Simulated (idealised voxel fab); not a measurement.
This is a process module. Its name is voxel self aligned contacts.
The cross-section on display is named cut; it measures 280 nm wide, and its cells are 5 nm squares.
Notation: cross-section as square-cell grid; stated in bands, top first, going down; one or more cell rows per band. What a band's entry tells you: where the top is and where the bottom is, as heights in nm, and after that what lies inside, material by material from left to right, each with its width in nm. Empty space is written as the word "blank", and a single material marked with the word "edge to edge" occupies the band from edge to edge. Zero point of the height axis is 0; under it, received wafer = one material. Lowest band: continues down indefinitely, "0 -> down". Width spec "30..40" -> top row of cells at first value, bottom row at second value, equal per-row change in between. The designation "nothing changed", where it is given for a processing step, indicates that no cell of the cross-section was altered in the course of that step. Closed-off voids of 8+ cells (no open route to the top) go in "Sealed-off cavities", written width x height at distance from the left edge, in nm. The remark found on a step's line after its settings is issued by the simulator itself and pertains to that step. You can add "overlay nm" to a step's line. For a step with a mask, it describes how far the mask lay to the right of its planned position, and a negative number describes a lay to the left.
THESE ARE THE STEPS WE PLANNED FOR THE PROCESS
| 1 | RECEIVE [material Si] |
| 2 | CONFORMAL_DEP [material SiO2] [thk nm 5] |
| 3 | DIRECTIONAL_DEP [material polySi] [thk nm 20] |
| 4 | DIRECTIONAL_DEP [material SiN] [thk nm 10] |
| 5 | MASKED_ETCH [tone cover] [mask id GATE] [width nm 30] [pitch nm 65] [etch materials SiN] [depth nm 20] [overlay nm 0] |
| 6 | MASKED_ETCH [tone cover] [mask id GATE] [width nm 30] [pitch nm 65] [etch materials polySi] [depth nm 20] [overlay nm 0] |
| 7 | CONFORMAL_DEP [material SiN] [thk nm 10] |
| 8 | DIRECTIONAL_ETCH [etch materials SiN] [depth nm 10] |
| 9 | FILL_DEP [material SiO2] [thk nm 15] |
| 10 | CMP [height nm 50] |
| 11 | PATTERN [tone open] [mask id CONTACT] [material resist] [width nm 45] [pitch nm 65] [thk nm 15] [overlay nm 0] |
| 12 | DIRECTIONAL_ETCH [etch materials SiO2] [depth nm 50] |
| 13 | STRIP [etch materials resist] |
| 14 | CONFORMAL_DEP [material TiN] [thk nm 5] |
| 15 | FILL_DEP [material Ru] [thk nm 10] |
| 16 | CMP [height nm 50] |
| 17 | CONFORMAL_DEP [material SiN] [thk nm 5] |
The thk nm used in step 4 is not the same on every wafer, whereas the starting condition is; the value printed in the plan is the first wafer's.
CROSS-SECTION OF THE FIRST OF SEVERAL WAFERS AS RECEIVED (AFTER STEP 1)
  0 -> down | Si edge to edge
  Sealed-off cavities: none
THE ROWS OF THE TABLE BELOW ARE WAFERS. LOOKING AT THE END OF THE MODULE, A ROW COUNTS, FOR EVERY MATERIAL, THE CELLS THE WAFER HAS GAINED, SHOWN AS (+), OR LOST, SHOWN AS (-), SINCE IT WAS RECEIVED; ITS CLOSED VOIDS COME NEXT
thk nm 10; +42 Ru; +164 SiN; +284 SiO2; +54 TiN; +72 polySi; Sealed-off cavities: none
thk nm 15; +30 Ru; +194 SiN; +266 SiO2; +54 TiN; +72 polySi; Sealed-off cavities: none
thk nm 20; +18 Ru; +224 SiN; +248 SiO2; +54 TiN; +72 polySi; Sealed-off cavities: none
thk nm 25; +6 Ru; +232 SiN; +136 SiO2; +18 TiN; +224 polySi; Sealed-off cavities: none
thk nm 30; +4 Ru; +258 SiN; +116 SiO2; +14 TiN; +224 polySi; Sealed-off cavities: none
thk nm 35; +2 Ru; +284 SiN; +96 SiO2; +10 TiN; +224 polySi; Sealed-off cavities: none
